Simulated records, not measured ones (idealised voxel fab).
You're looking at the process module voxel self aligned vias.
Cross-section cut spans 260 nm and uses square cells 5 nm in size.
A cross-section is a grid of square cells, given in bands from the top down. A band is one or more rows of cells.
Band: top height; bottom height; in nm. Then, left to right: material with width in nm, for each material. "throughout": a single material spanning edge to edge. "empty": empty space.
Heights are expressed relative to 0, this being the level below which the as-received wafer comprises one material exclusively. The lowest band is unbounded in the downward direction and is denoted as in "top 0, no bottom".
The two numbers in a width such as "30..40" mark its ends across the band: the first belongs to the top row of cells, the second to the bottom row, and from each row to the next the width moves by the same amount.
Take "stayed the same" at face value: in the step it is given for, the cross-section changed in none of its cells.
Each empty space that has no open way to the top and spans at least 8 cells appears under "Sealed voids" as width x height at distance, the distance counted from the left edge, all in nm.
Step line, after settings: the simulator's comment on this step.
When a step includes a mask, the "overlay nm" setting on its line states how far to the right of its planned place that mask lay, and negative values state how far to the left.

PROCESS STEPS FORESEEN IN THE PLAN
1,RECEIVE (material Si)
2,CONFORMAL_DEP (material SiO2; thk nm 10)
3,CONFORMAL_DEP (material SiCN; thk nm 5)
4,DIRECTIONAL_DEP (material lowk; thk nm 30)
5,MASKED_ETCH (tone open; mask id LINES; width nm 25; pitch nm 60; etch materials lowk; depth nm 30; overlay nm 0)
6,CONFORMAL_DEP (material TiN; thk nm 5)
7,FILL_DEP (material Ru; thk nm 10)
8,CMP (height nm 45)
9,SELECTIVE_ETCH (etch materials W Ru TiN; depth nm 5)
10,FILL_DEP (material SiN; thk nm 5)
11,CMP (height nm 45)
12,DIRECTIONAL_DEP (material lowk; thk nm 15)
13,PATTERN (tone open; mask id VIAS; material resist; width nm 35; pitch nm 60; thk nm 15; overlay nm 0)
14,DIRECTIONAL_ETCH (etch materials lowk; depth nm 15)
15,DIRECTIONAL_ETCH (etch materials SiN; depth nm 5)
16,STRIP (etch materials resist)
17,CONFORMAL_DEP (material TiN; thk nm 5)
18,FILL_DEP (material Cu; thk nm 10)
19,CMP (height nm 60)
20,CONFORMAL_DEP (material SiCN; thk nm 5)

CROSS-SECTION OF THE INCOMING WAFER, STATE AFTER STEP 1
* top 0, no bottom = Si throughout
* Sealed voids: none

THE MODULE WAS RUN FROM THE START SHOWN ABOVE USING THE PLAN SHOWN ABOVE, BUT ONE MISTAKE WAS MADE DOING IT; THE RESULTING WAFER CROSS-SECTION IS BELOW
* top 65, bottom 60 = SiCN throughout
* top 60, bottom 50 = 45 nm Cu; 5 nm TiN; 35 nm lowk; 5 nm TiN; 15 nm Cu; 5 nm TiN; 35 nm lowk; 5 nm TiN; 15 nm Cu; 5 nm TiN; 35 nm lowk; 5 nm TiN; 50 nm Cu
* top 50, bottom 45 = 50 nm TiN; 35 nm lowk; 25 nm TiN; 35 nm lowk; 25 nm TiN; 35 nm lowk; 55 nm TiN
* top 45, bottom 40 = 55 nm lowk; 25 nm SiN; 35 nm lowk; 25 nm SiN; 35 nm lowk; 25 nm SiN; 60 nm lowk
* top 40, bottom 20 = 55 nm lowk; 5 nm TiN; 15 nm Ru; 5 nm TiN; 35 nm lowk; 5 nm TiN; 15 nm Ru; 5 nm TiN; 35 nm lowk; 5 nm TiN; 15 nm Ru; 5 nm TiN; 60 nm lowk
* top 20, bottom 15 = 55 nm lowk; 25 nm TiN; 35 nm lowk; 25 nm TiN; 35 nm lowk; 25 nm TiN; 60 nm lowk
* top 15, bottom 10 = SiCN throughout
* top 10, bottom 0 = SiO2 throughout
* top 0, no bottom = Si throughout
* Sealed voids: none
Deviation from plan: in deviation from the planned setting, step 13 was conducted as PATTERN (tone cover; mask id VIAS; material resist; width nm 35; pitch nm 60; thk nm 15; overlay nm 0)
